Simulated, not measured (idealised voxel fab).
process module | voxel wiring stack
cross-section cut | 195 nm wide | cells 5 nm
A cross-section is a grid of square cells, given in bands from the top down. A band is one or more rows of cells.
Each band's line starts with the height of the band's top and of its bottom, in nm. Then come its materials from left to right, each with its width in nm. One material with "throughout" fills the band from edge to edge. "air" is empty space.
Height 0 is the level under which the wafer as received is all one material. The lowest band goes on downwards, as in "0 down".
A width such as "30 to 40" changes by the same amount from each row of cells to the next, from the band's top row to its bottom row.
"no change" after a step means that no cell of the cross-section changed.
closed voids: empty space of 8 cells or more with no open way to the top, each as width x height at its distance from the left edge, in nm
after a step's settings: what the simulator itself notes on the step
overlay nm, on a step with a mask: how far to the right of its planned place the mask lay; to the left if negative
plan
1 op RECEIVE | material Si
2 op CONFORMAL_DEP | material SiO2 | thk nm 15
3 op CONFORMAL_DEP | material SiN | thk nm 5
4 op DIRECTIONAL_DEP | material lowk | thk nm 15
5 op PATTERN | tone open | mask id METAL_1 | material resist | width nm 30 | pitch nm 45 | thk nm 15 | overlay nm 0
6 op DIRECTIONAL_ETCH | etch materials lowk | depth nm 15
7 op DIRECTIONAL_ETCH | etch materials SiN | depth nm 5
8 op STRIP | etch materials resist
9 op CONFORMAL_DEP | material TiN | thk nm 5
10 op FILL_DEP | material Cu | thk nm 10
11 op CMP | height nm 35
12 op EPI | material Ru | thk nm 5
13 op FILL_DEP | material SiCN | thk nm 5
14 op DIRECTIONAL_DEP | material lowk | thk nm 15
15 op PATTERN | tone open | mask id PLUG_1 | material resist | width nm 15 | pitch nm 45 | thk nm 15 | overlay nm 0
16 op DIRECTIONAL_ETCH | etch materials lowk | depth nm 15
17 op DIRECTIONAL_ETCH | etch materials SiCN | depth nm 5
18 op STRIP | etch materials resist
19 op EPI | material Ru | thk nm 10
20 op EPI | material Ru | thk nm 10
21 op DIRECTIONAL_DEP | material TiN | thk nm 5
22 op DIRECTIONAL_DEP | material Ru | thk nm 20
23 op MASKED_ETCH | tone cover | mask id METAL_2 | width nm 30 | pitch nm 45 | etch materials Ru | depth nm 20 | overlay nm 0
24 op MASKED_ETCH | tone cover | mask id METAL_2 | width nm 30 | pitch nm 45 | etch materials TiN | depth nm 5 | overlay nm 0
25 op FILL_DEP | material SiO2 | thk nm 5
26 op CMP | height nm 85
27 op CONFORMAL_DEP | material SiCN | thk nm 5
28 op DIRECTIONAL_DEP | material SiO2 | thk nm 30
29 op PATTERN | tone open | mask id METAL_3 | material resist | width nm 30 | pitch nm 45 | thk nm 15 | overlay nm 0
30 op DIRECTIONAL_ETCH | etch materials SiO2 | depth nm 20
31 op STRIP | etch materials resist
32 op PATTERN | tone open | mask id METAL_3_HOLES | material resist | width nm 15 | pitch nm 90 | thk nm 15 | overlay nm 0
33 op DIRECTIONAL_ETCH | etch materials SiO2 | depth nm 10
34 op DIRECTIONAL_ETCH | etch materials SiCN | depth nm 5
35 op STRIP | etch materials resist
36 op CONFORMAL_DEP | material TiN | thk nm 5
37 op FILL_DEP | material Cu | thk nm 10
38 op CMP | height nm 120
39 op CONFORMAL_DEP | material SiCN | thk nm 5
first wafer, as planned
as received, after step 1
  0 down: Si throughout
  closed voids: none
after step 2
  15 to 0: SiO2 throughout
  below 0: unchanged
after step 3
  20 to 15: SiN throughout
  below 15: unchanged
after step 4
  35 to 20: lowk throughout
  below 20: unchanged
after step 5
  50 to 35: resist 15 | air 30 | resist 15 | air 30 | resist 15 | air 30 | resist 15 | air 30 | resist 15
  below 35: unchanged
after step 6
  50 to 35: resist 15 | air 30 | resist 15 | air 30 | resist 15 | air 30 | resist 15 | air 30 | resist 15
  35 to 20: lowk 15 | air 30 | lowk 15 | air 30 | lowk 15 | air 30 | lowk 15 | air 30 | lowk 15
  below 20: unchanged
after step 7
  50 to 35: resist 15 | air 30 | resist 15 | air 30 | resist 15 | air 30 | resist 15 | air 30 | resist 15
  35 to 20: lowk 15 | air 30 | lowk 15 | air 30 | lowk 15 | air 30 | lowk 15 | air 30 | lowk 15
  20 to 15: SiN 15 | air 30 | SiN 15 | air 30 | SiN 15 | air 30 | SiN 15 | air 30 | SiN 15
  below 15: unchanged
after step 8
  35 to 20: lowk 15 | air 30 | lowk 15 | air 30 | lowk 15 | air 30 | lowk 15 | air 30 | lowk 15
  below 20: unchanged
after step 9
  40 to 35: TiN 20 | air 20 | TiN 25 | air 20 | TiN 25 | air 20 | TiN 25 | air 20 | TiN 20
  35 to 20: lowk 15 | TiN 5 | air 20 | TiN 5 | lowk 15 | TiN 5 | air 20 | TiN 5 | lowk 15 | TiN 5 | air 20 | TiN 5 | lowk 15 | TiN 5 | air 20 | TiN 5 | lowk 15
  20 to 15: SiN 15 | TiN 30 | SiN 15 | TiN 30 | SiN 15 | TiN 30 | SiN 15 | TiN 30 | SiN 15
  below 15: unchanged
after step 10
  50 to 40: Cu throughout
  40 to 35: TiN 20 | Cu 20 | TiN 25 | Cu 20 | TiN 25 | Cu 20 | TiN 25 | Cu 20 | TiN 20
  35 to 20: lowk 15 | TiN 5 | Cu 20 | TiN 5 | lowk 15 | TiN 5 | Cu 20 | TiN 5 | lowk 15 | TiN 5 | Cu 20 | TiN 5 | lowk 15 | TiN 5 | Cu 20 | TiN 5 | lowk 15
  below 20: unchanged
after step 11
  35 to 20: lowk 15 | TiN 5 | Cu 20 | TiN 5 | lowk 15 | TiN 5 | Cu 20 | TiN 5 | lowk 15 | TiN 5 | Cu 20 | TiN 5 | lowk 15 | TiN 5 | Cu 20 | TiN 5 | lowk 15
  below 20: unchanged
after step 12
  40 to 35: air 10 | Ru 40 | air 5 | Ru 40 | air 5 | Ru 40 | air 5 | Ru 40 | air 10
  below 35: unchanged
after step 13
  45 to 40: SiCN throughout
  40 to 35: SiCN 10 | Ru 40 | SiCN 5 | Ru 40 | SiCN 5 | Ru 40 | SiCN 5 | Ru 40 | SiCN 10
  below 35: unchanged
after step 14
  60 to 45: lowk throughout
  below 45: unchanged
after step 15
  75 to 60: resist 15 | air 15 | resist 30 | air 15 | resist 30 | air 15 | resist 30 | air 15 | resist 30
  below 60: unchanged
after step 16
  75 to 60: resist 15 | air 15 | resist 30 | air 15 | resist 30 | air 15 | resist 30 | air 15 | resist 30
  60 to 45: lowk 15 | air 15 | lowk 30 | air 15 | lowk 30 | air 15 | lowk 30 | air 15 | lowk 30
  below 45: unchanged
after step 17
  75 to 60: resist 15 | air 15 | resist 30 | air 15 | resist 30 | air 15 | resist 30 | air 15 | resist 30
  60 to 45: lowk 15 | air 15 | lowk 30 | air 15 | lowk 30 | air 15 | lowk 30 | air 15 | lowk 30
  45 to 40: SiCN 15 | air 15 | SiCN 30 | air 15 | SiCN 30 | air 15 | SiCN 30 | air 15 | SiCN 30
  below 40: unchanged
after step 18
  60 to 45: lowk 15 | air 15 | lowk 30 | air 15 | lowk 30 | air 15 | lowk 30 | air 15 | lowk 30
  below 45: unchanged
after step 19
  60 to 50: lowk 15 | air 15 | lowk 30 | air 15 | lowk 30 | air 15 | lowk 30 | air 15 | lowk 30
  50 to 45: lowk 15 | Ru 15 | lowk 30 | Ru 15 | lowk 30 | Ru 15 | lowk 30 | Ru 15 | lowk 30
  45 to 35: SiCN 15 to 10 | Ru 15 to 40 | SiCN 30 to 5 | Ru 15 to 40 | SiCN 30 to 5 | Ru 15 to 40 | SiCN 30 to 5 | Ru 15 to 40 | SiCN 30 to 10
  below 35: unchanged
after step 20
  60 to 45: lowk 15 | Ru 15 | lowk 30 | Ru 15 | lowk 30 | Ru 15 | lowk 30 | Ru 15 | lowk 30
  below 45: unchanged
after step 21
  65 to 60: TiN throughout
  below 60: unchanged
after step 22
  85 to 65: Ru throughout
  below 65: unchanged
after step 23
  85 to 65: air 15 | Ru 30 | air 15 | Ru 30 | air 15 | Ru 30 | air 15 | Ru 30 | air 15
  below 65: unchanged
after step 24
  85 to 65: air 15 | Ru 30 | air 15 | Ru 30 | air 15 | Ru 30 | air 15 | Ru 30 | air 15
  65 to 60: air 15 | TiN 30 | air 15 | TiN 30 | air 15 | TiN 30 | air 15 | TiN 30 | air 15
  below 60: unchanged
after step 25
  90 to 85: SiO2 throughout
  85 to 65: SiO2 15 | Ru 30 | SiO2 15 | Ru 30 | SiO2 15 | Ru 30 | SiO2 15 | Ru 30 | SiO2 15
  65 to 60: SiO2 15 | TiN 30 | SiO2 15 | TiN 30 | SiO2 15 | TiN 30 | SiO2 15 | TiN 30 | SiO2 15
  below 60: unchanged
after step 26
  85 to 65: SiO2 15 | Ru 30 | SiO2 15 | Ru 30 | SiO2 15 | Ru 30 | SiO2 15 | Ru 30 | SiO2 15
  below 65: unchanged
after step 27
  90 to 85: SiCN throughout
  below 85: unchanged
after step 28
  120 to 90: SiO2 throughout
  below 90: unchanged
after step 29
  135 to 120: resist 15 | air 30 | resist 15 | air 30 | resist 15 | air 30 | resist 15 | air 30 | resist 15
  below 120: unchanged
after step 30
  135 to 120: resist 15 | air 30 | resist 15 | air 30 | resist 15 | air 30 | resist 15 | air 30 | resist 15
  120 to 100: SiO2 15 | air 30 | SiO2 15 | air 30 | SiO2 15 | air 30 | SiO2 15 | air 30 | SiO2 15
  below 100: unchanged
after step 31
  120 to 100: SiO2 15 | air 30 | SiO2 15 | air 30 | SiO2 15 | air 30 | SiO2 15 | air 30 | SiO2 15
  below 100: unchanged
after step 32
  135 to 120: resist 15 | air 15 | resist 75 | air 15 | resist 75
  120 to 100: SiO2 15 | air 15 | resist 15 | SiO2 15 | resist 30 | SiO2 15 | air 15 | resist 15 | SiO2 15 | resist 30 | SiO2 15
  below 100: unchanged
after step 33
  135 to 120: resist 15 | air 15 | resist 75 | air 15 | resist 75
  120 to 100: SiO2 15 | air 15 | resist 15 | SiO2 15 | resist 30 | SiO2 15 | air 15 | resist 15 | SiO2 15 | resist 30 | SiO2 15
  100 to 90: SiO2 15 | air 15 | SiO2 75 | air 15 | SiO2 75
  below 90: unchanged
after step 34
  135 to 120: resist 15 | air 15 | resist 75 | air 15 | resist 75
  120 to 100: SiO2 15 | air 15 | resist 15 | SiO2 15 | resist 30 | SiO2 15 | air 15 | resist 15 | SiO2 15 | resist 30 | SiO2 15
  100 to 90: SiO2 15 | air 15 | SiO2 75 | air 15 | SiO2 75
  90 to 85: SiCN 15 | air 15 | SiCN 75 | air 15 | SiCN 75
  below 85: unchanged
after step 35
  120 to 100: SiO2 15 | air 30 | SiO2 15 | air 30 | SiO2 15 | air 30 | SiO2 15 | air 30 | SiO2 15
  below 100: unchanged
after step 36
  125 to 120: TiN 20 | air 20 | TiN 25 | air 20 | TiN 25 | air 20 | TiN 25 | air 20 | TiN 20
  120 to 105: SiO2 15 | TiN 5 | air 20 | TiN 5 | SiO2 15 | TiN 5 | air 20 | TiN 5 | SiO2 15 | TiN 5 | air 20 | TiN 5 | SiO2 15 | TiN 5 | air 20 | TiN 5 | SiO2 15
  105 to 100: SiO2 15 | TiN 5 | air 5 | TiN 20 | SiO2 15 | TiN 30 | SiO2 15 | TiN 5 | air 5 | TiN 20 | SiO2 15 | TiN 30 | SiO2 15
  100 to 90: SiO2 15 | TiN 5 | air 5 | TiN 5 | SiO2 75 | TiN 5 | air 5 | TiN 5 | SiO2 75
  90 to 85: SiCN 15 | TiN 15 | SiCN 75 | TiN 15 | SiCN 75
  below 85: unchanged
after step 37
  135 to 125: Cu throughout
  125 to 120: TiN 20 | Cu 20 | TiN 25 | Cu 20 | TiN 25 | Cu 20 | TiN 25 | Cu 20 | TiN 20
  120 to 105: SiO2 15 | TiN 5 | Cu 20 | TiN 5 | SiO2 15 | TiN 5 | Cu 20 | TiN 5 | SiO2 15 | TiN 5 | Cu 20 | TiN 5 | SiO2 15 | TiN 5 | Cu 20 | TiN 5 | SiO2 15
  105 to 100: SiO2 15 | TiN 5 | Cu 5 | TiN 20 | SiO2 15 | TiN 30 | SiO2 15 | TiN 5 | Cu 5 | TiN 20 | SiO2 15 | TiN 30 | SiO2 15
  100 to 90: SiO2 15 | TiN 5 | Cu 5 | TiN 5 | SiO2 75 | TiN 5 | Cu 5 | TiN 5 | SiO2 75
  below 90: unchanged
after step 38
  120 to 105: SiO2 15 | TiN 5 | Cu 20 | TiN 5 | SiO2 15 | TiN 5 | Cu 20 | TiN 5 | SiO2 15 | TiN 5 | Cu 20 | TiN 5 | SiO2 15 | TiN 5 | Cu 20 | TiN 5 | SiO2 15
  below 105: unchanged
after step 39
  125 to 120: SiCN throughout
  below 120: unchanged
second wafer: like start, like plan, one mistake. Through step 2 it matches the first wafer
when step 3 should have ended
  20 to 0: SiO2 throughout
  below 0: unchanged
when step 4 should have ended
  35 to 20: lowk throughout
  below 20: unchanged
when step 5 should have ended
  50 to 35: resist 15 | air 30 | resist 15 | air 30 | resist 15 | air 30 | resist 15 | air 30 | resist 15
  below 35: unchanged
when step 6 should have ended
  50 to 35: resist 15 | air 30 | resist 15 | air 30 | resist 15 | air 30 | resist 15 | air 30 | resist 15
  35 to 20: lowk 15 | air 30 | lowk 15 | air 30 | lowk 15 | air 30 | lowk 15 | air 30 | lowk 15
  below 20: unchanged
when step 7 should have ended: no change
when step 8 should have ended
  35 to 20: lowk 15 | air 30 | lowk 15 | air 30 | lowk 15 | air 30 | lowk 15 | air 30 | lowk 15
  below 20: unchanged
when step 9 should have ended
  40 to 35: TiN 20 | air 20 | TiN 25 | air 20 | TiN 25 | air 20 | TiN 25 | air 20 | TiN 20
  35 to 25: lowk 15 | TiN 5 | air 20 | TiN 5 | lowk 15 | TiN 5 | air 20 | TiN 5 | lowk 15 | TiN 5 | air 20 | TiN 5 | lowk 15 | TiN 5 | air 20 | TiN 5 | lowk 15
  25 to 20: lowk 15 | TiN 30 | lowk 15 | TiN 30 | lowk 15 | TiN 30 | lowk 15 | TiN 30 | lowk 15
  below 20: unchanged
when step 10 should have ended
  50 to 40: Cu throughout
  40 to 35: TiN 20 | Cu 20 | TiN 25 | Cu 20 | TiN 25 | Cu 20 | TiN 25 | Cu 20 | TiN 20
  35 to 25: lowk 15 | TiN 5 | Cu 20 | TiN 5 | lowk 15 | TiN 5 | Cu 20 | TiN 5 | lowk 15 | TiN 5 | Cu 20 | TiN 5 | lowk 15 | TiN 5 | Cu 20 | TiN 5 | lowk 15
  below 25: unchanged
when step 11 should have ended
  35 to 25: lowk 15 | TiN 5 | Cu 20 | TiN 5 | lowk 15 | TiN 5 | Cu 20 | TiN 5 | lowk 15 | TiN 5 | Cu 20 | TiN 5 | lowk 15 | TiN 5 | Cu 20 | TiN 5 | lowk 15
  below 25: unchanged
when step 12 should have ended
  40 to 35: air 10 | Ru 40 | air 5 | Ru 40 | air 5 | Ru 40 | air 5 | Ru 40 | air 10
  below 35: unchanged
when step 13 should have ended
  45 to 40: SiCN throughout
  40 to 35: SiCN 10 | Ru 40 | SiCN 5 | Ru 40 | SiCN 5 | Ru 40 | SiCN 5 | Ru 40 | SiCN 10
  below 35: unchanged
when step 14 should have ended
  60 to 45: lowk throughout
  below 45: unchanged
when step 15 should have ended
  75 to 60: resist 15 | air 15 | resist 30 | air 15 | resist 30 | air 15 | resist 30 | air 15 | resist 30
  below 60: unchanged
when step 16 should have ended
  75 to 60: resist 15 | air 15 | resist 30 | air 15 | resist 30 | air 15 | resist 30 | air 15 | resist 30
  60 to 45: lowk 15 | air 15 | lowk 30 | air 15 | lowk 30 | air 15 | lowk 30 | air 15 | lowk 30
  below 45: unchanged
when step 17 should have ended
  75 to 60: resist 15 | air 15 | resist 30 | air 15 | resist 30 | air 15 | resist 30 | air 15 | resist 30
  60 to 45: lowk 15 | air 15 | lowk 30 | air 15 | lowk 30 | air 15 | lowk 30 | air 15 | lowk 30
  45 to 40: SiCN 15 | air 15 | SiCN 30 | air 15 | SiCN 30 | air 15 | SiCN 30 | air 15 | SiCN 30
  below 40: unchanged
when step 18 should have ended
  60 to 45: lowk 15 | air 15 | lowk 30 | air 15 | lowk 30 | air 15 | lowk 30 | air 15 | lowk 30
  below 45: unchanged
when step 19 should have ended
  60 to 50: lowk 15 | air 15 | lowk 30 | air 15 | lowk 30 | air 15 | lowk 30 | air 15 | lowk 30
  50 to 45: lowk 15 | Ru 15 | lowk 30 | Ru 15 | lowk 30 | Ru 15 | lowk 30 | Ru 15 | lowk 30
  45 to 35: SiCN 15 to 10 | Ru 15 to 40 | SiCN 30 to 5 | Ru 15 to 40 | SiCN 30 to 5 | Ru 15 to 40 | SiCN 30 to 5 | Ru 15 to 40 | SiCN 30 to 10
  below 35: unchanged
when step 20 should have ended
  60 to 45: lowk 15 | Ru 15 | lowk 30 | Ru 15 | lowk 30 | Ru 15 | lowk 30 | Ru 15 | lowk 30
  below 45: unchanged
when step 21 should have ended
  65 to 60: TiN throughout
  below 60: unchanged
when step 22 should have ended
  85 to 65: Ru throughout
  below 65: unchanged
when step 23 should have ended
  85 to 65: air 15 | Ru 30 | air 15 | Ru 30 | air 15 | Ru 30 | air 15 | Ru 30 | air 15
  below 65: unchanged
when step 24 should have ended
  85 to 65: air 15 | Ru 30 | air 15 | Ru 30 | air 15 | Ru 30 | air 15 | Ru 30 | air 15
  65 to 60: air 15 | TiN 30 | air 15 | TiN 30 | air 15 | TiN 30 | air 15 | TiN 30 | air 15
  below 60: unchanged
when step 25 should have ended
  90 to 85: SiO2 throughout
  85 to 65: SiO2 15 | Ru 30 | SiO2 15 | Ru 30 | SiO2 15 | Ru 30 | SiO2 15 | Ru 30 | SiO2 15
  65 to 60: SiO2 15 | TiN 30 | SiO2 15 | TiN 30 | SiO2 15 | TiN 30 | SiO2 15 | TiN 30 | SiO2 15
  below 60: unchanged
when step 26 should have ended
  85 to 65: SiO2 15 | Ru 30 | SiO2 15 | Ru 30 | SiO2 15 | Ru 30 | SiO2 15 | Ru 30 | SiO2 15
  below 65: unchanged
when step 27 should have ended
  90 to 85: SiCN throughout
  below 85: unchanged
when step 28 should have ended
  120 to 90: SiO2 throughout
  below 90: unchanged
when step 29 should have ended
  135 to 120: resist 15 | air 30 | resist 15 | air 30 | resist 15 | air 30 | resist 15 | air 30 | resist 15
  below 120: unchanged
when step 30 should have ended
  135 to 120: resist 15 | air 30 | resist 15 | air 30 | resist 15 | air 30 | resist 15 | air 30 | resist 15
  120 to 100: SiO2 15 | air 30 | SiO2 15 | air 30 | SiO2 15 | air 30 | SiO2 15 | air 30 | SiO2 15
  below 100: unchanged
when step 31 should have ended
  120 to 100: SiO2 15 | air 30 | SiO2 15 | air 30 | SiO2 15 | air 30 | SiO2 15 | air 30 | SiO2 15
  below 100: unchanged
when step 32 should have ended
  135 to 120: resist 15 | air 15 | resist 75 | air 15 | resist 75
  120 to 100: SiO2 15 | air 15 | resist 15 | SiO2 15 | resist 30 | SiO2 15 | air 15 | resist 15 | SiO2 15 | resist 30 | SiO2 15
  below 100: unchanged
when step 33 should have ended
  135 to 120: resist 15 | air 15 | resist 75 | air 15 | resist 75
  120 to 100: SiO2 15 | air 15 | resist 15 | SiO2 15 | resist 30 | SiO2 15 | air 15 | resist 15 | SiO2 15 | resist 30 | SiO2 15
  100 to 90: SiO2 15 | air 15 | SiO2 75 | air 15 | SiO2 75
  below 90: unchanged
when step 34 should have ended
  135 to 120: resist 15 | air 15 | resist 75 | air 15 | resist 75
  120 to 100: SiO2 15 | air 15 | resist 15 | SiO2 15 | resist 30 | SiO2 15 | air 15 | resist 15 | SiO2 15 | resist 30 | SiO2 15
  100 to 90: SiO2 15 | air 15 | SiO2 75 | air 15 | SiO2 75
  90 to 85: SiCN 15 | air 15 | SiCN 75 | air 15 | SiCN 75
  below 85: unchanged
when step 35 should have ended
  120 to 100: SiO2 15 | air 30 | SiO2 15 | air 30 | SiO2 15 | air 30 | SiO2 15 | air 30 | SiO2 15
  below 100: unchanged
when step 36 should have ended
  125 to 120: TiN 20 | air 20 | TiN 25 | air 20 | TiN 25 | air 20 | TiN 25 | air 20 | TiN 20
  120 to 105: SiO2 15 | TiN 5 | air 20 | TiN 5 | SiO2 15 | TiN 5 | air 20 | TiN 5 | SiO2 15 | TiN 5 | air 20 | TiN 5 | SiO2 15 | TiN 5 | air 20 | TiN 5 | SiO2 15
  105 to 100: SiO2 15 | TiN 5 | air 5 | TiN 20 | SiO2 15 | TiN 30 | SiO2 15 | TiN 5 | air 5 | TiN 20 | SiO2 15 | TiN 30 | SiO2 15
  100 to 90: SiO2 15 | TiN 5 | air 5 | TiN 5 | SiO2 75 | TiN 5 | air 5 | TiN 5 | SiO2 75
  90 to 85: SiCN 15 | TiN 15 | SiCN 75 | TiN 15 | SiCN 75
  below 85: unchanged
when step 37 should have ended
  135 to 125: Cu throughout
  125 to 120: TiN 20 | Cu 20 | TiN 25 | Cu 20 | TiN 25 | Cu 20 | TiN 25 | Cu 20 | TiN 20
  120 to 105: SiO2 15 | TiN 5 | Cu 20 | TiN 5 | SiO2 15 | TiN 5 | Cu 20 | TiN 5 | SiO2 15 | TiN 5 | Cu 20 | TiN 5 | SiO2 15 | TiN 5 | Cu 20 | TiN 5 | SiO2 15
  105 to 100: SiO2 15 | TiN 5 | Cu 5 | TiN 20 | SiO2 15 | TiN 30 | SiO2 15 | TiN 5 | Cu 5 | TiN 20 | SiO2 15 | TiN 30 | SiO2 15
  100 to 90: SiO2 15 | TiN 5 | Cu 5 | TiN 5 | SiO2 75 | TiN 5 | Cu 5 | TiN 5 | SiO2 75
  below 90: unchanged
when step 38 should have ended
  120 to 105: SiO2 15 | TiN 5 | Cu 20 | TiN 5 | SiO2 15 | TiN 5 | Cu 20 | TiN 5 | SiO2 15 | TiN 5 | Cu 20 | TiN 5 | SiO2 15 | TiN 5 | Cu 20 | TiN 5 | SiO2 15
  below 105: unchanged
when step 39 should have ended
  125 to 120: SiCN throughout
  below 120: unchanged
what went wrong: step 3 ran as: op CONFORMAL_DEP | material SiO2 | thk nm 5
at the end the second wafer has, in cells: 16 fewer of Cu | 15 fewer of SiN | 39 more of SiO2 | 8 fewer of TiN
